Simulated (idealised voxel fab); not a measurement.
Title: Process Module voxel air gaps
cross-section cut | 240 nm wide | cells 5 nm
Each cross-section below is a grid of square cells, stated as bands in top-down order, with one or more rows of cells making up each band. Each band's line starts with the height of the band's top and of its bottom, in nm. Then come its materials from left to right, each with its width in nm. One material with "edge to edge" fills the band from edge to edge. "empty" is empty space. Height datum 0, below which the as-received substrate wafer is one material. Lowest band open at the bottom, running downward: "0..down". Per-row width for "30..40": begins at first number (top row of band), ends at second number (bottom row), increment between rows held constant. The cross-section has no changed cell in any step marked "remains unaltered". Closed-off voids of 8+ cells (no open route to the top) go in "Enclosed void list", written width x height at distance from the left edge, in nm. What comes after the settings on a step's line is commentary from the simulator itself on that step. On any step carrying a mask, the "overlay nm" setting, if present on the step's line, tells how far right of its planned place the mask lay; negative values point to the left.
-- Intended process steps
1 op RECEIVE | material Si
2 op CONFORMAL_DEP | material SiO2 | thk nm 15
3 op CONFORMAL_DEP | material SiCN | thk nm 5
4 op DIRECTIONAL_DEP | material SiO2 | thk nm 40
5 op DIRECTIONAL_DEP | material aC | thk nm 10
6 op PATTERN | tone open | mask id LINES | material resist | width nm 25 | pitch nm 50 | thk nm 30 | overlay nm 0
7 op DIRECTIONAL_ETCH | etch materials aC | depth nm 10
8 op STRIP | etch materials resist
9 op DIRECTIONAL_ETCH | etch materials SiO2 | depth nm 40
10 op STRIP | etch materials aC
11 op CONFORMAL_DEP | material TiN | thk nm 5
12 op FILL_DEP | material Ru | thk nm 5
13 op CMP | height nm 60
14 op EPI | material Ru | thk nm 10
15 op SELECTIVE_ETCH | etch materials SiO2 | depth nm 50
16 op CONFORMAL_DEP | material SiCN | thk nm 5
What sets these wafers apart? The thk nm at step 16. They all start alike, and the plan carries the first wafer's value.
-- As-received cross-section, first of several wafers, post step 1
* 0..down: Si edge to edge
* Enclosed void list: none
-- The cross-section of the first of several wafers is given below for the end of the module, after its final step, step 16
* 75..70: empty=40 / SiCN=155 / empty=45
* 70..60: empty=40 / SiCN=5 / Ru=45 / SiCN=5 / Ru=45 / SiCN=5 / Ru=45 / SiCN=5 / empty=45
* 60..55: empty=40 / SiCN=15 / TiN=5 / Ru=15 / TiN=5 / SiCN=25 / TiN=5 / Ru=15 / TiN=5 / SiCN=25 / TiN=5 / Ru=15 / TiN=5 / SiCN=15 / empty=45
* 55..25: empty=50 / SiCN=5 / TiN=5 / Ru=15 / TiN=5 / SiCN=5 / empty=15 / SiCN=5 / TiN=5 / Ru=15 / TiN=5 / SiCN=5 / empty=15 / SiCN=5 / TiN=5 / Ru=15 / TiN=5 / SiCN=5 / empty=55
* 25..20: SiCN=55 / TiN=25 / SiCN=25 / TiN=25 / SiCN=25 / TiN=25 / SiCN=60
* 20..15: SiCN edge to edge
* 15..0: SiO2 edge to edge
* 0..down: Si edge to edge
* Enclosed void list: 15 x 30 at 85; 15 x 30 at 135
-- Sectional view of the last wafer upon completion of the module
* 90..70: empty=25 / SiCN=185 / empty=30
* 70..60: empty=25 / SiCN=20 / Ru=45 / SiCN=5 / Ru=45 / SiCN=5 / Ru=45 / SiCN=20 / empty=30
* 60..55: empty=25 / SiCN=30 / TiN=5 / Ru=15 / TiN=5 / SiCN=25 / TiN=5 / Ru=15 / TiN=5 / SiCN=25 / TiN=5 / Ru=15 / TiN=5 / SiCN=30 / empty=30
* 55..40: empty=25 / SiCN=30 / TiN=5 / Ru=15 / TiN=5 / SiCN=5 / empty=15 / SiCN=5 / TiN=5 / Ru=15 / TiN=5 / SiCN=5 / empty=15 / SiCN=5 / TiN=5 / Ru=15 / TiN=5 / SiCN=30 / empty=30
* 40..25: SiCN=55 / TiN=5 / Ru=15 / TiN=5 / SiCN=5 / empty=15 / SiCN=5 / TiN=5 / Ru=15 / TiN=5 / SiCN=5 / empty=15 / SiCN=5 / TiN=5 / Ru=15 / TiN=5 / SiCN=60
* 25..20: SiCN=55 / TiN=25 / SiCN=25 / TiN=25 / SiCN=25 / TiN=25 / SiCN=60
* 20..15: SiCN edge to edge
* 15..0: SiO2 edge to edge
* 0..down: Si edge to edge
* Enclosed void list: 15 x 30 at 85; 15 x 30 at 135
-- Note: the following table is arranged by wafer, a row apiece. Each row reports the end-of-module state: per material, cells gained (+) or cells lost (-) compared with the wafer as received; closed voids follow
thk nm 5 | +117 Ru | +172 SiCN | +144 SiO2 | +57 TiN | Enclosed void list: 15 x 30 at 85; 15 x 30 at 135
thk nm 10 | +117 Ru | +248 SiCN | +144 SiO2 | +57 TiN | Enclosed void list: 15 x 30 at 85; 15 x 30 at 135
thk nm 15 | +117 Ru | +324 SiCN | +144 SiO2 | +57 TiN | Enclosed void list: 15 x 30 at 85; 15 x 30 at 135
thk nm 20 | +117 Ru | +400 SiCN | +144 SiO2 | +57 TiN | Enclosed void list: 15 x 30 at 85; 15 x 30 at 135
